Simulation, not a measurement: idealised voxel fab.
Process module in this document: voxel ribs on slabs
The figure presents cross-section cut, which has a width of 280 nm and is divided into square cells with an edge length of 5 nm.
In what follows, cross-sections appear as grids of square cells, described through bands that run from the top down, where every band is one or more rows of cells.
Quick guide to a band line: top height, bottom height (nm) up front; then every material left to right with its width in nm. Only one material and it's marked "throughout"? Then it fills the band edge to edge. And "air" just means empty space.
Convention: height 0 is the level below which the wafer, as received, is all one material. The lowest band does not terminate at the bottom but continues downward, represented as "from 0 down".
It should be noted that a width expressed as "30->40" varies in equal increments from row to row of cells within the band, taking the value of the first number at the top row and that of the second number at the bottom row.
Reading "no alteration" for a step: not a cell of the cross-section changed in it.
Closed voids list: empty space of 8 cells or more with no open way to the top, each as width x height at its distance from the left edge, in nm
That trailing text on a step's line, after the settings, is the simulator's own remark on the step.
overlay nm: on a step with a mask, how far right of its planned place the mask lay; negative means left.

Planned step list for the process
1) RECEIVE: material Si
2) DIRECTIONAL_DEP: material SiO2, thk nm 25
3) DIRECTIONAL_DEP: material polySi, thk nm 15
4) DIRECTIONAL_DEP: material aC, thk nm 10
5) PATTERN: tone cover, mask id RIB, material resist, width nm 15, thk nm 30, overlay nm 0
6) DIRECTIONAL_ETCH: etch materials aC, depth nm 10
7) STRIP: etch materials resist
8) DIRECTIONAL_ETCH: etch materials polySi, depth nm 10
9) STRIP: etch materials aC
10) DIRECTIONAL_DEP: material aC, thk nm 15
11) PATTERN: tone cover, mask id SLAB, material resist, width nm 55, thk nm 35, overlay nm 0
12) DIRECTIONAL_ETCH: etch materials aC, depth nm 15
13) STRIP: etch materials resist
14) DIRECTIONAL_ETCH: etch materials polySi, depth nm 5
15) STRIP: etch materials aC
16) FILL_DEP: material SiO2, thk nm 20
17) CMP: height nm 50
18) DIRECTIONAL_DEP: material TiN, thk nm 5
19) DIRECTIONAL_DEP: material aC, thk nm 15
20) PATTERN: tone cover, mask id HEATER, material resist, width nm 25, thk nm 35, overlay nm 0
21) DIRECTIONAL_ETCH: etch materials aC, depth nm 15
22) STRIP: etch materials resist
23) DIRECTIONAL_ETCH: etch materials TiN, depth nm 5
24) STRIP: etch materials aC
25) CONFORMAL_DEP: material SiO2, thk nm 10

This is the cross-section of the wafer as we received it, i.e. after step 1
> from 0 down  Si throughout
> Closed voids list: none

End-of-module cross-section. Starting structure and process plan as above; one mistake made in running it
> from 65 to 60  115 nm air, 45 nm SiO2, 120 nm air
> from 60 to 55  SiO2 throughout
> from 55 to 50  125 nm SiO2, 25 nm TiN, 130 nm SiO2
> from 50 to 40  130 nm SiO2, 15 nm polySi, 135 nm SiO2
> from 40 to 35  110 nm SiO2, 55 nm polySi, 115 nm SiO2
> from 35 to 25  polySi throughout
> from 25 to 0  SiO2 throughout
> from 0 down  Si throughout
> Closed voids list: none
Short version of what went wrong: step 3 off recipe, ran as DIRECTIONAL_DEP: material polySi, thk nm 25
